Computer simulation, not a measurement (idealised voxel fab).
Process module heading - voxel self aligned vias
Square cell edge 5 nm, section width 225 nm, ID cut.
Cross-section layout: square cells on a grid; listed as bands, top to bottom; a band spans one or more cell rows.
Top height, bottom height, nm. Materials left to right, width each, nm. Single material + "full width" = fills band edge to edge. "air" = empty.
Convention: height 0 is the level below which the wafer, as received, is all one material. The lowest band does not terminate at the bottom but continues downward, represented as "from 0 down".
Quick explanation for "30..40": the width changes in equal steps down the rows of cells, from the first number in the band's top row to the second number in its bottom row.
A step reported as "stayed the same" is a step in which no cell of the cross-section changed.
Each empty space that has no open way to the top and spans at least 8 cells appears under "Cavities, closed" as width x height at distance, the distance counted from the left edge, all in nm.
Formally, on a step line, whatever follows the settings is a remark that the simulator itself makes on the step.
The line of a step may include "overlay nm". On a step with a mask, this value is how far to the right of its planned place the mask lay. A negative value means the mask lay to the left.

[Listed below are the process steps as planned]
1) RECEIVE | material Si
2) CONFORMAL_DEP | material SiO2 | thk nm 15
3) CONFORMAL_DEP | material SiCN | thk nm 5
4) DIRECTIONAL_DEP | material SiO2 | thk nm 20
5) DIRECTIONAL_DEP | material aC | thk nm 15
6) PATTERN | tone open | mask id LINES | material resist | width nm 20 | pitch nm 50 | thk nm 35 | overlay nm 0
7) DIRECTIONAL_ETCH | etch materials aC | depth nm 15
8) STRIP | etch materials resist
9) DIRECTIONAL_ETCH | etch materials SiO2 | depth nm 20
10) STRIP | etch materials aC
11) CONFORMAL_DEP | material TiN | thk nm 5
12) FILL_DEP | material W | thk nm 5
13) CMP | height nm 40
14) SELECTIVE_ETCH | etch materials W Ru TiN | depth nm 5
15) FILL_DEP | material SiN | thk nm 5
16) CMP | height nm 40
17) DIRECTIONAL_DEP | material SiO2 | thk nm 15
18) DIRECTIONAL_DEP | material aC | thk nm 15
19) PATTERN | tone open | mask id VIAS | material resist | width nm 30 | pitch nm 50 | thk nm 30 | overlay nm 0
20) DIRECTIONAL_ETCH | etch materials aC | depth nm 15
21) STRIP | etch materials resist
22) DIRECTIONAL_ETCH | etch materials SiO2 | depth nm 15
23) DIRECTIONAL_ETCH | etch materials SiN | depth nm 5
24) STRIP | etch materials aC
25) CONFORMAL_DEP | material TiN | thk nm 5
26) FILL_DEP | material Cu | thk nm 10
27) CMP | height nm 55
28) CONFORMAL_DEP | material SiCN | thk nm 5

[Cross-section of the wafer upon arrival, representing the state reached after step 1]
- from 0 down = Si full width
- Cavities, closed: none

[End state of the module in cross-section, given the above starting point and plan and one mistake in execution]
- from 60 to 55 = SiCN full width
- from 55 to 45 = 70 SiO2  5 TiN  25 Cu  5 TiN  15 SiO2  5 TiN  25 Cu  5 TiN  70 SiO2
- from 45 to 40 = 70 SiO2  10 TiN  10 Cu  15 TiN  15 SiO2  10 TiN  10 Cu  15 TiN  70 SiO2
- from 40 to 35 = 75 SiO2  20 TiN  30 SiO2  20 TiN  80 SiO2
- from 35 to 25 = 75 SiO2  5 TiN  10 W  5 TiN  30 SiO2  5 TiN  10 W  5 TiN  80 SiO2
- from 25 to 20 = 75 SiO2  20 TiN  30 SiO2  20 TiN  80 SiO2
- from 20 to 15 = SiCN full width
- from 15 to 0 = SiO2 full width
- from 0 down = Si full width
- Cavities, closed: none
Run error: step 19, actual vs plan mismatch, actual run PATTERN | tone open | mask id VIAS | material resist | width nm 35 | pitch nm 50 | thk nm 30 | overlay nm 0
